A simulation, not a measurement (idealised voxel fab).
process module | voxel capacitor over wiring
cross-section cut | 280 nm wide | cells 5 nm
A cross-section is a grid of square cells, given in bands from the top down. A band is one or more rows of cells.
Each band's line starts with the height of the band's top and of its bottom, in nm. Then come its materials from left to right, each with its width in nm. One material with "throughout" fills the band from edge to edge. "air" is empty space.
Height 0 is the level under which the wafer as received is all one material. The lowest band goes on downwards, as in "0 down".
A width such as "30 to 40" changes by the same amount from each row of cells to the next, from the band's top row to its bottom row.
"no change" after a step means that no cell of the cross-section changed.
closed voids: empty space of 8 cells or more with no open way to the top, each as width x height at its distance from the left edge, in nm
after a step's settings: what the simulator itself notes on the step
overlay nm, on a step with a mask: how far to the right of its planned place the mask lay; to the left if negative
plan
1 op RECEIVE | material Si
2 op CONFORMAL_DEP | material SiO2 | thk nm 10
3 op CONFORMAL_DEP | material SiN | thk nm 5
4 op DIRECTIONAL_DEP | material lowk | thk nm 25
5 op PATTERN | tone open | mask id METAL_1 | material resist | width nm 30 | pitch nm 80 | thk nm 20 | overlay nm 0
6 op DIRECTIONAL_ETCH | etch materials lowk | depth nm 25
7 op DIRECTIONAL_ETCH | etch materials SiN | depth nm 5
8 op STRIP | etch materials resist
9 op CONFORMAL_DEP | material TiN | thk nm 5
10 op FILL_DEP | material Cu | thk nm 10
11 op CMP | height nm 40
12 op CONFORMAL_DEP | material SiCN | thk nm 5
13 op DIRECTIONAL_DEP | material lowk | thk nm 20
14 op DIRECTIONAL_DEP | material aC | thk nm 15
15 op PATTERN | tone open | mask id PLUG_1 | material resist | width nm 15 | thk nm 35 | overlay nm -15
16 op DIRECTIONAL_ETCH | etch materials aC | depth nm 15
17 op STRIP | etch materials resist
18 op DIRECTIONAL_ETCH | etch materials lowk | depth nm 20
19 op DIRECTIONAL_ETCH | etch materials SiCN | depth nm 5
20 op STRIP | etch materials aC
21 op CONFORMAL_DEP | material TiN | thk nm 5
22 op FILL_DEP | material Ru | thk nm 10
23 op CMP | height nm 65
24 op DIRECTIONAL_DEP | material TiN | thk nm 10
25 op DIRECTIONAL_DEP | material HfO2 | thk nm 5
26 op DIRECTIONAL_DEP | material TiN | thk nm 5
27 op PATTERN | tone cover | mask id UPPER_PLATE | material resist | width nm 55 | thk nm 15 | overlay nm 0
28 op DIRECTIONAL_ETCH | etch materials TiN | depth nm 5
29 op DIRECTIONAL_ETCH | etch materials HfO2 | depth nm 5
30 op STRIP | etch materials resist
31 op PATTERN | tone cover | mask id LOWER_PLATE | material resist | width nm 65 | thk nm 15 | overlay nm 0
32 op DIRECTIONAL_ETCH | etch materials TiN | depth nm 10
33 op STRIP | etch materials resist
34 op FILL_DEP | material SiO2 | thk nm 20
35 op CMP | height nm 100
36 op PATTERN | tone open | mask id PLUG_2 | material resist | width nm 15 | thk nm 20 | overlay nm 0
37 op DIRECTIONAL_ETCH | etch materials SiO2 | depth nm 15
38 op STRIP | etch materials resist
39 op CONFORMAL_DEP | material TiN | thk nm 5
40 op FILL_DEP | material Ru | thk nm 10
41 op CMP | height nm 100
42 op CONFORMAL_DEP | material SiN | thk nm 5
varied across the wafers: overlay nm of step 15. The plan shows the first wafer's value. All wafers start alike
first wafer as received, after step 1
  0 down: Si throughout
  closed voids: none
first wafer at the end, after step 42
  105 to 100: SiN throughout
  100 to 90: SiO2 110 | TiN 5 | Ru 5 | TiN 5 | SiO2 155
  90 to 80: SiO2 110 to 100 | TiN 15 to 55 | SiO2 155 to 125
  80 to 75: SiO2 100 | HfO2 55 | SiO2 125
  75 to 65: SiO2 95 | TiN 65 | SiO2 120
  65 to 45: lowk 85 | TiN 5 | Ru 5 | TiN 5 | lowk 180
  45 to 40: SiCN 85 | TiN 15 | SiCN 180
  40 to 15: lowk 85 | TiN 5 | Cu 20 | TiN 5 | lowk 50 | TiN 5 | Cu 20 | TiN 5 | lowk 85
  15 to 10: SiN 85 | TiN 30 | SiN 50 | TiN 30 | SiN 85
  10 to 0: SiO2 throughout
  0 down: Si throughout
  closed voids: none
last wafer at the end
  105 to 100: SiN throughout
  100 to 90: SiO2 110 | TiN 5 | Ru 5 | TiN 5 | SiO2 155
  90 to 80: SiO2 110 to 100 | TiN 15 to 55 | SiO2 155 to 125
  80 to 75: SiO2 100 | HfO2 55 | SiO2 125
  75 to 65: SiO2 95 | TiN 65 | SiO2 120
  65 to 45: lowk 115 | TiN 5 | Ru 5 | TiN 5 | lowk 150
  45 to 40: SiCN 115 | TiN 15 | SiCN 150
  40 to 15: lowk 85 | TiN 5 | Cu 20 | TiN 5 | lowk 50 | TiN 5 | Cu 20 | TiN 5 | lowk 85
  15 to 10: SiN 85 | TiN 30 | SiN 50 | TiN 30 | SiN 85
  10 to 0: SiO2 throughout
  0 down: Si throughout
  closed voids: none
each wafer at the end: cells of each material gained (+) or lost (-) since it was received, then its closed voids
overlay nm -15 | +40 Cu | +11 HfO2 | +6 Ru | +53 SiCN | +100 SiN | +447 SiO2 | +87 TiN | +432 lowk | closed voids: none
overlay nm -10 | +40 Cu | +11 HfO2 | +6 Ru | +53 SiCN | +100 SiN | +447 SiO2 | +87 TiN | +432 lowk | closed voids: none
overlay nm -5 | +40 Cu | +11 HfO2 | +6 Ru | +53 SiCN | +100 SiN | +447 SiO2 | +87 TiN | +432 lowk | closed voids: none
overlay nm 0 | +40 Cu | +11 HfO2 | +6 Ru | +53 SiCN | +100 SiN | +447 SiO2 | +87 TiN | +432 lowk | closed voids: none
overlay nm 5 | +40 Cu | +11 HfO2 | +6 Ru | +53 SiCN | +100 SiN | +447 SiO2 | +87 TiN | +432 lowk | closed voids: none
overlay nm 10 | +40 Cu | +11 HfO2 | +6 Ru | +53 SiCN | +100 SiN | +447 SiO2 | +87 TiN | +432 lowk | closed voids: none
overlay nm 15 | +40 Cu | +11 HfO2 | +6 Ru | +53 SiCN | +100 SiN | +447 SiO2 | +87 TiN | +432 lowk | closed voids: none
